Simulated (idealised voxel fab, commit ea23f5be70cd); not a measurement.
process module | voxel double patterning
cross-section cut | 220 nm wide | cells 5 nm
A cross-section is a grid of square cells, given in bands from the top down. A band is one or more rows of cells.
Each band's line starts with the height of the band's top and of its bottom, in nm. Then come its materials from left to right, each with its width in nm. One material with "throughout" fills the band from edge to edge. "air" is empty space.
Height 0 is the level under which the wafer as received is all one material. The lowest band goes on downwards, as in "0 down".
A width such as "30 to 40" changes by the same amount from each row of cells to the next, from the band's top row to its bottom row.
"no change" after a step means that no cell of the cross-section changed.
closed voids: empty space of 8 cells or more with no open way to the top, each as width x height at its distance from the left edge, in nm
after a step's settings: what the simulator itself notes on the step
overlay nm, on a step with a mask: how far to the right of its planned place the mask lay; to the left if negative
plan
1 op RECEIVE | material Si
2 op CONFORMAL_DEP | material SiO2 | thk nm 10
3 op DIRECTIONAL_DEP | material TiN | thk nm 20
4 op DIRECTIONAL_DEP | material SiCN | thk nm 5
5 op MASKED_ETCH | tone open | mask id FIRST | width nm 15 | pitch nm 50 | etch materials SiCN | depth nm 5 | overlay nm 0
6 op DIRECTIONAL_DEP | material aC | thk nm 15
7 op PATTERN | tone open | mask id SECOND | material resist | width nm 15 | pitch nm 50 | thk nm 35 | overlay nm 0
8 op DIRECTIONAL_ETCH | etch materials aC | depth nm 15
9 op STRIP | etch materials resist
10 op DIRECTIONAL_ETCH | etch materials SiCN | depth nm 5
11 op STRIP | etch materials aC
12 op DIRECTIONAL_ETCH | etch materials TiN | depth nm 10
13 op STRIP | etch materials SiCN
varied across the wafers: depth nm of step 12. The plan shows the first wafer's value. All wafers start alike
first wafer as received, after step 1
  0 down: Si throughout
  closed voids: none
each wafer at the end: cells of each material gained (+) or lost (-) since it was received, then its closed voids
depth nm 10 | +88 SiO2 | +146 TiN | closed voids: none
depth nm 15 | +88 SiO2 | +131 TiN | closed voids: none
depth nm 20 | +88 SiO2 | +116 TiN | closed voids: none
depth nm 25 | +88 SiO2 | +116 TiN | closed voids: none
depth nm 30 | +88 SiO2 | +116 TiN | closed voids: none
depth nm 35 | +88 SiO2 | +116 TiN | closed voids: none
